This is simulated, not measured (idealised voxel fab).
Title: Process Module voxel gate over fins
Square cell edge 5 nm, section width 205 nm, ID cut.
Square cells in a grid make up a cross-section in this document, and the grid is given as bands, listed from the top down, each one or more rows of cells. Heads up on the band format: heights come first, top then bottom, in nm. After that it's the materials left to right, each with its width in nm. A single material flagged "edge to edge" fills the whole band edge to edge, and "air" means there's empty space there. For the purposes of this specification, 0 denotes the height below which the wafer in its as-received condition is composed wholly of one material, and the lowermost band, lacking a lower limit, extends downward without end, as expressed in "from 0 down". Per-row width for "30..40": begins at first number (top row of band), ends at second number (bottom row), increment between rows held constant. The cross-section has no changed cell in any step marked "identical to before". Closed-off voids of 8+ cells (no open route to the top) go in "Enclosed cavities", written width x height at distance from the left edge, in nm. On a step's line, text after the settings is the simulator commenting on that step. overlay nm: how far to the right of its planned place the mask lay on this masked step (negative: to the left).
Planned process steps:
1 RECEIVE with material Si
2 CONFORMAL_DEP with material SiN, thk nm 10
3 PATTERN with tone cover, mask id FINS, material resist, width nm 15, pitch nm 35, thk nm 15, overlay nm 0
4 DIRECTIONAL_ETCH with etch materials SiN, depth nm 10
5 DIRECTIONAL_ETCH with etch materials Si, depth nm 35
6 STRIP with etch materials resist
7 FILL_DEP with material SiO2, thk nm 10
8 CMP with height nm 10
9 SELECTIVE_ETCH with etch materials SiO2, depth nm 20
10 STRIP with etch materials SiN
11 CONFORMAL_DEP with material HfO2, thk nm 5
12 CONFORMAL_DEP with material TiN, thk nm 5
13 FILL_DEP with material W, thk nm 15
14 CMP with height nm 20
15 CONFORMAL_DEP with material SiCN, thk nm 10
Cross-section of the wafer as it came to us, i.e., already through step 1:
- from 0 down | Si edge to edge
- Enclosed cavities: none
The first of two wafers, cross-sectioned at the end of the module, with the run proceeding as planned:
- from 30 to 20 | SiCN edge to edge
- from 20 to 10 | W edge to edge
- from 10 to 5 | W: 30; TiN: 140; W: 35
- from 5 to 0 | W: 30; TiN: 5; HfO2: 25; TiN: 10; HfO2: 25; TiN: 10; HfO2: 25; TiN: 10; HfO2: 25; TiN: 5; W: 35
- from 0 to -5 | TiN: 35; HfO2: 5; Si: 15; HfO2: 5; TiN: 10; HfO2: 5; Si: 15; HfO2: 5; TiN: 10; HfO2: 5; Si: 15; HfO2: 5; TiN: 10; HfO2: 5; Si: 15; HfO2: 5; TiN: 40
- from -5 to -10 | HfO2: 40; Si: 15; HfO2: 20; Si: 15; HfO2: 20; Si: 15; HfO2: 20; Si: 15; HfO2: 45
- from -10 to -35 | SiO2: 40; Si: 15; SiO2: 20; Si: 15; SiO2: 20; Si: 15; SiO2: 20; Si: 15; SiO2: 45
- from -35 down | Si edge to edge
- Enclosed cavities: none
second wafer at the end: like start, like plan, one mistake:
- from 30 to 20 | SiCN edge to edge
- from 20 to 10 | W edge to edge
- from 10 to 5 | W: 30; TiN: 145; W: 30
- from 5 to 0 | W: 30; TiN: 5; HfO2: 30; TiN: 5; HfO2: 30; TiN: 5; HfO2: 30; TiN: 5; HfO2: 30; TiN: 5; W: 30
- from 0 to -5 | TiN: 35; HfO2: 5; Si: 20; HfO2: 5; TiN: 5; HfO2: 5; Si: 20; HfO2: 5; TiN: 5; HfO2: 5; Si: 20; HfO2: 5; TiN: 5; HfO2: 5; Si: 20; HfO2: 5; TiN: 35
- from -5 to -10 | HfO2: 40; Si: 20; HfO2: 15; Si: 20; HfO2: 15; Si: 20; HfO2: 15; Si: 20; HfO2: 40
- from -10 to -35 | SiO2: 40; Si: 20; SiO2: 15; Si: 20; SiO2: 15; Si: 20; SiO2: 15; Si: 20; SiO2: 40
- from -35 down | Si edge to edge
- Enclosed cavities: none
Finding, execution versus plan: step 3 did not use the planned setting and instead ran as PATTERN with tone cover, mask id FINS, material resist, width nm 20, pitch nm 35, thk nm 15, overlay nm 0
Upon completion, the second wafer contains, in terms of cells, a greater or smaller amount of certain materials than the first wafer: Si: 28 more; SiO2: 20 fewer; TiN: 6 fewer; W: 2 fewer
